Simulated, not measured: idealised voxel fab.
Proc. module: voxel plated lines
Cross-section cut spans 185 nm and uses square cells 5 nm in size.
For the purposes of this document, a cross-section shall be understood as a grid of square cells, specified as bands listed in top-to-bottom order, each band consisting of one or more rows of cells. For a band, the entry starts with two heights in nm, that of the top and then that of the bottom, and carries on with the band's materials in order from left to right, each alongside its width in nm; the word "full width" beside a single material means it fills the band edge to edge, and "blank" means empty space. Measure heights from 0. That's the level where, below it, the as-received wafer is all one material. The lowest band is bottomless and extends downward; write it as in "0 down". Width "30..40": first value at the band's top row of cells, second value at its bottom row, equal change from row to row. No cell of the cross-section changed in a step that is given as "nothing changed". In the "Enclosed void entries" entry, you get each enclosed empty space of 8 cells or more, one with no open way to the top, written width x height at distance, distance from the left edge, in nm. Text after the settings on a step's line: the simulator's own remark on that step. overlay nm, on a step with a mask: how far to the right of its planned place the mask lay; to the left if negative.

[Listed below are the process steps as planned]
step 1: RECEIVE | material Si
step 2: CONFORMAL_DEP | material Al2O3 | thk nm 15
step 3: DIRECTIONAL_DEP | material TiN | thk nm 5
step 4: PATTERN | tone open | mask id LINES | material resist | width nm 25 | pitch nm 55 | thk nm 30 | overlay nm 0
step 5: EPI | material Ru | thk nm 5
step 6: EPI | material Ru | thk nm 10
step 7: STRIP | etch materials resist
step 8: DIRECTIONAL_ETCH | etch materials TiN | depth nm 5
step 9: CONFORMAL_DEP | material SiN | thk nm 10

[as received, after step 1]
    0 down = Si full width
    Enclosed void entries: none

[The first of two wafers, cross-sectioned at the end of the module, with the run proceeding as planned]
    45 to 35 = blank 40; SiN 45; blank 10; SiN 45; blank 45
    35 to 25 = blank 40; SiN 10; Ru 25; SiN 10; blank 10; SiN 10; Ru 25; SiN 10; blank 45
    25 to 20 = SiN 50; Ru 25; SiN 30; Ru 25; SiN 55
    20 to 15 = SiN 50; TiN 25; SiN 30; TiN 25; SiN 55
    15 to 0 = Al2O3 full width
    0 down = Si full width
    Enclosed void entries: none

[Cross-section at end of module for the second wafer of two, which matched the first in starting point and plan and differed by one mistake in its processing]
    55 to 45 = blank 40; SiN 45; blank 10; SiN 45; blank 45
    45 to 25 = blank 40; SiN 10; Ru 25; SiN 10; blank 10; SiN 10; Ru 25; SiN 10; blank 45
    25 to 20 = SiN 50; Ru 25; SiN 30; Ru 25; SiN 55
    20 to 15 = SiN 50; TiN 25; SiN 30; TiN 25; SiN 55
    15 to 0 = Al2O3 full width
    0 down = Si full width
    Enclosed void entries: none
Nonconformance to the process plan: step 6 of the plan saw execution twice
Wafer comparison, final, in cells, second relative to first, materials more or fewer: Ru +20, SiN +16
